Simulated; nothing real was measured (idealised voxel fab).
The name of this process module is voxel capacitor over wiring.
This is section cut - it's 290 nm across, gridded in 5 nm square cells.
A cross-section is a grid of square cells, given in bands from the top down. A band is one or more rows of cells.
Quick guide to a band line: top height, bottom height (nm) up front; then every material left to right with its width in nm. Only one material and it's marked "all across"? Then it fills the band edge to edge. And "empty" just means empty space.
Heads up on the height convention: 0 is the point under which the incoming wafer is all one material, and the lowest band has no bottom, it just keeps going down, like "0 down".
Top row gets the first number, bottom row gets the second, and each row in between changes by the same step: that is how a band width like "30 to 40" works.
It should be understood that the words "nothing changed", when stated for a given step, signify that the cross-section underwent no change in any of its cells during that step.
Empty spaces without an open route to the top, at least 8 cells in extent, make up the entry "Voids lacking openings"; each is given as width x height at distance, where the distance is measured from the left edge, and all are in nm.
after a step's settings: what the simulator itself notes on the step
"overlay nm" answers the question of how far to the right of plan the mask lay on a step that has a mask, and when it is negative the answer is to the left.
-- Process steps (planned)
1,RECEIVE | material Si
2,CONFORMAL_DEP | material SiO2 | thk nm 10
3,DIRECTIONAL_DEP | material TiN | thk nm 5
4,DIRECTIONAL_DEP | material W | thk nm 25
5,MASKED_ETCH | tone cover | mask id METAL_1 | width nm 20 | pitch nm 90 | etch materials W | depth nm 25 | overlay nm 0
6,MASKED_ETCH | tone cover | mask id METAL_1 | width nm 20 | pitch nm 90 | etch materials TiN | depth nm 5 | overlay nm 0
7,FILL_DEP | material SiO2 | thk nm 10
8,CMP | height nm 40
9,CONFORMAL_DEP | material SiCN | thk nm 5
10,DIRECTIONAL_DEP | material SiO2 | thk nm 20
11,MASKED_ETCH | tone open | mask id PLUG_1 | width nm 15 | etch materials SiO2 | depth nm 20 | overlay nm 0
12,MASKED_ETCH | tone open | mask id PLUG_1 | width nm 15 | etch materials SiCN | depth nm 5 | overlay nm 0
13,EPI | material Ru | thk nm 10
14,EPI | material Ru | thk nm 10
15,EPI | material Ru | thk nm 5
16,DIRECTIONAL_DEP | material TiN | thk nm 10
17,DIRECTIONAL_DEP | material HfO2 | thk nm 5
18,DIRECTIONAL_DEP | material TiN | thk nm 5
19,MASKED_ETCH | tone cover | mask id UPPER_PLATE | width nm 75 | etch materials TiN | depth nm 5 | overlay nm 0
20,MASKED_ETCH | tone cover | mask id UPPER_PLATE | width nm 75 | etch materials HfO2 | depth nm 5 | overlay nm 0
21,DIRECTIONAL_DEP | material aC | thk nm 15
22,PATTERN | tone cover | mask id LOWER_PLATE | material resist | width nm 85 | thk nm 30 | overlay nm 0
23,DIRECTIONAL_ETCH | etch materials aC | depth nm 15
24,STRIP | etch materials resist
25,DIRECTIONAL_ETCH | etch materials TiN | depth nm 10
26,STRIP | etch materials aC
27,FILL_DEP | material SiO2 | thk nm 15
28,CMP | height nm 95
29,DIRECTIONAL_DEP | material aC | thk nm 15
30,PATTERN | tone open | mask id PLUG_2 | material resist | width nm 15 | thk nm 30 | overlay nm 0
31,DIRECTIONAL_ETCH | etch materials aC | depth nm 15
32,STRIP | etch materials resist
33,DIRECTIONAL_ETCH | etch materials SiO2 | depth nm 10
34,STRIP | etch materials aC
35,CONFORMAL_DEP | material TiN | thk nm 5
36,FILL_DEP | material W | thk nm 5
37,CMP | height nm 95
38,CONFORMAL_DEP | material SiCN | thk nm 5
Keep in mind the plan's value for the thk nm of step 3 comes from the first wafer; the wafers don't share that setting, but they do share the same starting point.
-- Cross-section, first of several wafers, as delivered after step 1
* 0 down: Si all across
* Voids lacking openings: none
-- Take any row and you have a wafer at the end of the module: how many cells of each material it has gained (+) or lost (-) since it was received, and then its closed voids
thk nm 5 | +15 HfO2 | +15 Ru | +113 SiCN | +914 SiO2 | +62 TiN | +41 W | Voids lacking openings: none
thk nm 10 | +15 HfO2 | +15 Ru | +113 SiCN | +864 SiO2 | +120 TiN | +33 W | Voids lacking openings: none
thk nm 15 | +15 HfO2 | +15 Ru | +113 SiCN | +814 SiO2 | +178 TiN | +25 W | Voids lacking openings: none
thk nm 20 | +15 HfO2 | +15 Ru | +113 SiCN | +764 SiO2 | +236 TiN | +17 W | Voids lacking openings: none
